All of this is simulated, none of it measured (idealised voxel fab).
process module | voxel capacitor over wiring
Cross-section cut spans 205 nm and uses square cells 5 nm in size.
Format of a cross-section: grid, square cells. Given as bands. Order: top down. Band: one or more rows of cells. Within each band entry, the heights of the top and of the bottom of the band appear first, in that order and in nm; the materials of the band then follow from left to right, each with its corresponding width in nm. The designation "everywhere" on a single material indicates that it fills the band from edge to edge; the designation "air" indicates empty space. Height is counted from the level 0, under which the received wafer is composed throughout of one material. The lowest of the bands is not closed at the bottom but continues downward, in the notation "0 and below". Note: "30..40" means the width goes from the first number (top row of the band) to the second number (bottom row) in equal steps per row of cells. "nothing changed" (step): cross-section cells unchanged, all of them. "Enclosed cavity list" contains a list of empty spaces, each no smaller than 8 cells and without an open way to the top, written in the form width x height at distance with the distance from the left edge and all three in nm. Read whatever lies past the settings on a step's line as the simulator's own remark about the step. The setting "overlay nm" may be written on the line of a step. When the step uses a mask, the value reports how far to the right of the planned place the mask lay, and a negative value reports that it lay to the left.

The planned process steps are enumerated hereunder
| 1 | RECEIVE (material Si) |
| 2 | CONFORMAL_DEP (material SiO2; thk nm 5) |
| 3 | DIRECTIONAL_DEP (material TiN; thk nm 5) |
| 4 | DIRECTIONAL_DEP (material Ru; thk nm 20) |
| 5 | DIRECTIONAL_DEP (material aC; thk nm 10) |
| 6 | PATTERN (tone cover; mask id METAL_1; material resist; width nm 30; pitch nm 90; thk nm 30; overlay nm 0) |
| 7 | DIRECTIONAL_ETCH (etch materials aC; depth nm 10) |
| 8 | STRIP (etch materials resist) |
| 9 | DIRECTIONAL_ETCH (etch materials Ru; depth nm 20) |
| 10 | DIRECTIONAL_ETCH (etch materials TiN; depth nm 5) |
| 11 | STRIP (etch materials aC) |
| 12 | FILL_DEP (material lowk; thk nm 10) |
| 13 | CMP (height nm 35) |
| 14 | CONFORMAL_DEP (material SiCN; thk nm 5) |
| 15 | DIRECTIONAL_DEP (material lowk; thk nm 15) |
| 16 | DIRECTIONAL_DEP (material aC; thk nm 10) |
| 17 | PATTERN (tone open; mask id PLUG_1; material resist; width nm 15; thk nm 30; overlay nm 0) |
| 18 | DIRECTIONAL_ETCH (etch materials aC; depth nm 10) |
| 19 | STRIP (etch materials resist) |
| 20 | DIRECTIONAL_ETCH (etch materials lowk; depth nm 15) |
| 21 | DIRECTIONAL_ETCH (etch materials SiCN; depth nm 5) |
| 22 | STRIP (etch materials aC) |
| 23 | EPI (material Ru; thk nm 10) |
| 24 | EPI (material Ru; thk nm 10) |
| 25 | DIRECTIONAL_DEP (material TiN; thk nm 10) |
| 26 | DIRECTIONAL_DEP (material HfO2; thk nm 5) |
| 27 | DIRECTIONAL_DEP (material TiN; thk nm 5) |
| 28 | DIRECTIONAL_DEP (material aC; thk nm 10) |
| 29 | PATTERN (tone cover; mask id UPPER_PLATE; material resist; width nm 65; thk nm 30; overlay nm 0) |
| 30 | DIRECTIONAL_ETCH (etch materials aC; depth nm 10) |
| 31 | STRIP (etch materials resist) |
| 32 | DIRECTIONAL_ETCH (etch materials TiN; depth nm 5) |
| 33 | DIRECTIONAL_ETCH (etch materials HfO2; depth nm 5) |
| 34 | STRIP (etch materials aC) |
| 35 | PATTERN (tone cover; mask id LOWER_PLATE; material resist; width nm 75; thk nm 20; overlay nm 0) |
| 36 | DIRECTIONAL_ETCH (etch materials TiN; depth nm 10) |
| 37 | STRIP (etch materials resist) |
| 38 | FILL_DEP (material SiO2; thk nm 15) |
| 39 | CMP (height nm 85) |
| 40 | PATTERN (tone open; mask id PLUG_2; material resist; width nm 15; thk nm 15; overlay nm 0) |
| 41 | DIRECTIONAL_ETCH (etch materials SiO2; depth nm 10) |
| 42 | STRIP (etch materials resist) |
| 43 | CONFORMAL_DEP (material TiN; thk nm 5) |
| 44 | FILL_DEP (material Cu; thk nm 10) |
| 45 | CMP (height nm 85) |
| 46 | CONFORMAL_DEP (material SiCN; thk nm 5) |
Quick note for whoever runs this: the wafers start identical, but the thk nm at step 2 isn't the same across them. The plan just shows what the first wafer had.

Cross-section of the first of several received wafers, showing its state after step 1
    0 and below | Si everywhere
    Enclosed cavity list: none

wafer rows; end of module; cells per material since receipt: (+) gained, (-) lost; then closed voids
thk nm 5 | +1 Cu | +13 HfO2 | +48 Ru | +79 SiCN | +237 SiO2 | +60 TiN | +300 lowk | Enclosed cavity list: none
thk nm 10 | +1 Cu | +13 HfO2 | +60 Ru | +79 SiCN | +266 SiO2 | +60 TiN | +259 lowk | Enclosed cavity list: none
thk nm 15 | +1 Cu | +13 HfO2 | +48 Ru | +79 SiCN | +307 SiO2 | +60 TiN | +230 lowk | Enclosed cavity list: none
thk nm 20 | +1 Cu | +13 HfO2 | +36 Ru | +79 SiCN | +348 SiO2 | +60 TiN | +201 lowk | Enclosed cavity list: none
thk nm 25 | +1 Cu | +13 HfO2 | +24 Ru | +79 SiCN | +389 SiO2 | +60 TiN | +172 lowk | Enclosed cavity list: none
